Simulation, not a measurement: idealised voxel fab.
process module | voxel capacitor over wiring
cross-section cut | 235 nm wide | cells 5 nm
A cross-section is a grid of square cells, given in bands from the top down. A band is one or more rows of cells.
Each band's line starts with the height of the band's top and of its bottom, in nm. Then come its materials from left to right, each with its width in nm. One material with "throughout" fills the band from edge to edge. "air" is empty space.
Height 0 is the level under which the wafer as received is all one material. The lowest band goes on downwards, as in "0 down".
A width such as "30 to 40" changes by the same amount from each row of cells to the next, from the band's top row to its bottom row.
"no change" after a step means that no cell of the cross-section changed.
closed voids: empty space of 8 cells or more with no open way to the top, each as width x height at its distance from the left edge, in nm
after a step's settings: what the simulator itself notes on the step
overlay nm, on a step with a mask: how far to the right of its planned place the mask lay; to the left if negative
plan
1 op RECEIVE | material Si
2 op CONFORMAL_DEP | material SiO2 | thk nm 15
3 op CONFORMAL_DEP | material SiCN | thk nm 5
4 op DIRECTIONAL_DEP | material SiO2 | thk nm 25
5 op MASKED_ETCH | tone open | mask id METAL_1 | width nm 30 | pitch nm 85 | etch materials SiO2 | depth nm 25 | overlay nm 0
6 op MASKED_ETCH | tone open | mask id METAL_1 | width nm 30 | pitch nm 85 | etch materials SiCN | depth nm 5 | overlay nm -15
7 op CONFORMAL_DEP | material TiN | thk nm 5
8 op FILL_DEP | material Cu | thk nm 5
9 op CMP | height nm 45
10 op CONFORMAL_DEP | material SiCN | thk nm 5
11 op DIRECTIONAL_DEP | material SiO2 | thk nm 20
12 op DIRECTIONAL_DEP | material aC | thk nm 15
13 op PATTERN | tone open | mask id PLUG_1 | material resist | width nm 15 | thk nm 30 | overlay nm 0
14 op DIRECTIONAL_ETCH | etch materials aC | depth nm 15
15 op STRIP | etch materials resist
16 op DIRECTIONAL_ETCH | etch materials SiO2 | depth nm 20
17 op DIRECTIONAL_ETCH | etch materials SiCN | depth nm 5
18 op STRIP | etch materials aC
19 op CONFORMAL_DEP | material TiN | thk nm 5
20 op FILL_DEP | material Cu | thk nm 10
21 op CMP | height nm 70
22 op DIRECTIONAL_DEP | material TiN | thk nm 10
23 op DIRECTIONAL_DEP | material HfO2 | thk nm 5
24 op DIRECTIONAL_DEP | material TiN | thk nm 10
25 op PATTERN | tone cover | mask id UPPER_PLATE | material resist | width nm 60 | thk nm 15 | overlay nm 0
26 op DIRECTIONAL_ETCH | etch materials TiN | depth nm 10
27 op DIRECTIONAL_ETCH | etch materials HfO2 | depth nm 5
28 op STRIP | etch materials resist
29 op MASKED_ETCH | tone cover | mask id LOWER_PLATE | width nm 70 | etch materials TiN | depth nm 10 | overlay nm 0
30 op FILL_DEP | material SiO2 | thk nm 15
31 op CMP | height nm 105
32 op DIRECTIONAL_DEP | material aC | thk nm 15
33 op PATTERN | tone open | mask id PLUG_2 | material resist | width nm 15 | thk nm 30 | overlay nm 0
34 op DIRECTIONAL_ETCH | etch materials aC | depth nm 15
35 op STRIP | etch materials resist
36 op DIRECTIONAL_ETCH | etch materials SiO2 | depth nm 10
37 op STRIP | etch materials aC
38 op CONFORMAL_DEP | material TiN | thk nm 5
39 op FILL_DEP | material Ru | thk nm 10
40 op CMP | height nm 105
41 op CONFORMAL_DEP | material SiN | thk nm 5
varied across the wafers: overlay nm of step 6. The plan shows the first wafer's value. All wafers start alike
first wafer as received, after step 1
  0 down: Si throughout
  closed voids: none
each wafer at the end: cells of each material gained (+) or lost (-) since it was received, then its closed voids
overlay nm -15 | +38 Cu | +12 HfO2 | +1 Ru | +85 SiCN | +47 SiN | +751 SiO2 | +100 TiN | closed voids: none
overlay nm -10 | +40 Cu | +12 HfO2 | +1 Ru | +83 SiCN | +47 SiN | +751 SiO2 | +100 TiN | closed voids: none
overlay nm -5 | +42 Cu | +12 HfO2 | +1 Ru | +81 SiCN | +47 SiN | +751 SiO2 | +100 TiN | closed voids: none
overlay nm 0 | +44 Cu | +12 HfO2 | +1 Ru | +79 SiCN | +47 SiN | +751 SiO2 | +100 TiN | closed voids: none
overlay nm 5 | +42 Cu | +12 HfO2 | +1 Ru | +81 SiCN | +47 SiN | +751 SiO2 | +100 TiN | closed voids: none
overlay nm 10 | +40 Cu | +12 HfO2 | +1 Ru | +83 SiCN | +47 SiN | +751 SiO2 | +100 TiN | closed voids: none
overlay nm 15 | +38 Cu | +12 HfO2 | +1 Ru | +85 SiCN | +47 SiN | +751 SiO2 | +100 TiN | closed voids: none
